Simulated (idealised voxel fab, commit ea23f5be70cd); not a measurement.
Process module under the name voxel capacitor over wiring
Xsec cut, 285 nm wide, square cell size 5 nm.
Bands, listed from the top down, are how a cross-section gets written in this document; the cross-section itself is a grid of square cells, and a band is one or more rows of them. Quick guide to a band line: top height, bottom height (nm) up front; then every material left to right with its width in nm. Only one material and it's marked "throughout"? Then it fills the band edge to edge. And "air" just means empty space. Height reference: 0 = level under which incoming wafer is all one material. Lowest band: no bottom, runs on downward, e.g. "z 0 and below". Quick explanation for "30 to 40": the width changes in equal steps down the rows of cells, from the first number in the band's top row to the second number in its bottom row. "nothing got changed" (step): cross-section cells unchanged, all of them. What "Enclosed void entries" gives you is every empty space of 8 cells or more that is cut off from the top. Each appears as width x height at distance, with the distance taken from the left edge and width, height and distance all in nm. Formally, on a step line, whatever follows the settings is a remark that the simulator itself makes on the step. The "overlay nm" setting may appear on a step's line; for a step that uses a mask, it gives how far to the right of its planned position the mask lay, and a negative value indicates the left.
Here's what the planned process steps look like
- 1: RECEIVE [material Si]
- 2: CONFORMAL_DEP [material SiO2] [thk nm 15]
- 3: CONFORMAL_DEP [material SiN] [thk nm 5]
- 4: DIRECTIONAL_DEP [material SiO2] [thk nm 20]
- 5: MASKED_ETCH [tone open] [mask id METAL_1] [width nm 15] [pitch nm 80] [etch materials SiO2] [depth nm 20] [overlay nm 0]
- 6: MASKED_ETCH [tone open] [mask id METAL_1] [width nm 25] [pitch nm 80] [etch materials SiN] [depth nm 5] [overlay nm 0]
- 7: CONFORMAL_DEP [material TiN] [thk nm 5]
- 8: FILL_DEP [material W] [thk nm 5]
- 9: CMP [height nm 40]
- 10: CONFORMAL_DEP [material SiCN] [thk nm 5]
- 11: DIRECTIONAL_DEP [material SiO2] [thk nm 20]
- 12: PATTERN [tone open] [mask id PLUG_1] [material resist] [width nm 15] [thk nm 20] [overlay nm 0]
- 13: DIRECTIONAL_ETCH [etch materials SiO2] [depth nm 20]
- 14: DIRECTIONAL_ETCH [etch materials SiCN] [depth nm 5]
- 15: STRIP [etch materials resist]
- 16: CONFORMAL_DEP [material TiN] [thk nm 5]
- 17: FILL_DEP [material Ru] [thk nm 10]
- 18: CMP [height nm 65]
- 19: DIRECTIONAL_DEP [material TiN] [thk nm 5]
- 20: DIRECTIONAL_DEP [material HfO2] [thk nm 5]
- 21: DIRECTIONAL_DEP [material TiN] [thk nm 5]
- 22: DIRECTIONAL_DEP [material aC] [thk nm 15]
- 23: PATTERN [tone cover] [mask id UPPER_PLATE] [material resist] [width nm 60] [thk nm 35] [overlay nm 0]
- 24: DIRECTIONAL_ETCH [etch materials aC] [depth nm 15]
- 25: STRIP [etch materials resist]
- 26: DIRECTIONAL_ETCH [etch materials TiN] [depth nm 5]
- 27: DIRECTIONAL_ETCH [etch materials HfO2] [depth nm 5]
- 28: STRIP [etch materials aC]
- 29: DIRECTIONAL_DEP [material aC] [thk nm 15]
- 30: PATTERN [tone cover] [mask id LOWER_PLATE] [material resist] [width nm 70] [thk nm 30] [overlay nm 0]
- 31: DIRECTIONAL_ETCH [etch materials aC] [depth nm 15]
- 32: STRIP [etch materials resist]
- 33: DIRECTIONAL_ETCH [etch materials TiN] [depth nm 5]
- 34: STRIP [etch materials aC]
- 35: FILL_DEP [material SiO2] [thk nm 20]
- 36: CMP [height nm 95]
- 37: PATTERN [tone open] [mask id PLUG_2] [material resist] [width nm 15] [thk nm 20] [overlay nm 0]
- 38: DIRECTIONAL_ETCH [etch materials SiO2] [depth nm 15]
- 39: STRIP [etch materials resist]
- 40: CONFORMAL_DEP [material TiN] [thk nm 5]
- 41: FILL_DEP [material Cu] [thk nm 10]
- 42: CMP [height nm 95]
- 43: CONFORMAL_DEP [material SiN] [thk nm 5]
Quick note for whoever runs this: the wafers start identical, but the width nm at step 5 isn't the same across them. The plan just shows what the first wafer had.
The as-received cross-section of the first of several wafers corresponds to the state after step 1
z 0 and below  Si throughout
Enclosed void entries: none
Table: wafers, a row each; end-of-module cell change per material since receipt, gain (+), loss (-); then closed voids
width nm 15, +2 Cu, +12 HfO2, +4 Ru, +54 SiCN, +108 SiN, +886 SiO2, +66 TiN, +8 W, Enclosed void entries: none
width nm 20, +2 Cu, +12 HfO2, +4 Ru, +54 SiCN, +106 SiN, +878 SiO2, +68 TiN, +16 W, Enclosed void entries: none
width nm 25, +2 Cu, +12 HfO2, +4 Ru, +54 SiCN, +104 SiN, +870 SiO2, +70 TiN, +24 W, Enclosed void entries: none
width nm 30, +2 Cu, +12 HfO2, +4 Ru, +54 SiCN, +104 SiN, +862 SiO2, +72 TiN, +30 W, Enclosed void entries: none
width nm 35, +2 Cu, +12 HfO2, +4 Ru, +54 SiCN, +104 SiN, +854 SiO2, +74 TiN, +36 W, Enclosed void entries: none
width nm 40, +2 Cu, +12 HfO2, +4 Ru, +54 SiCN, +104 SiN, +846 SiO2, +76 TiN, +42 W, Enclosed void entries: none
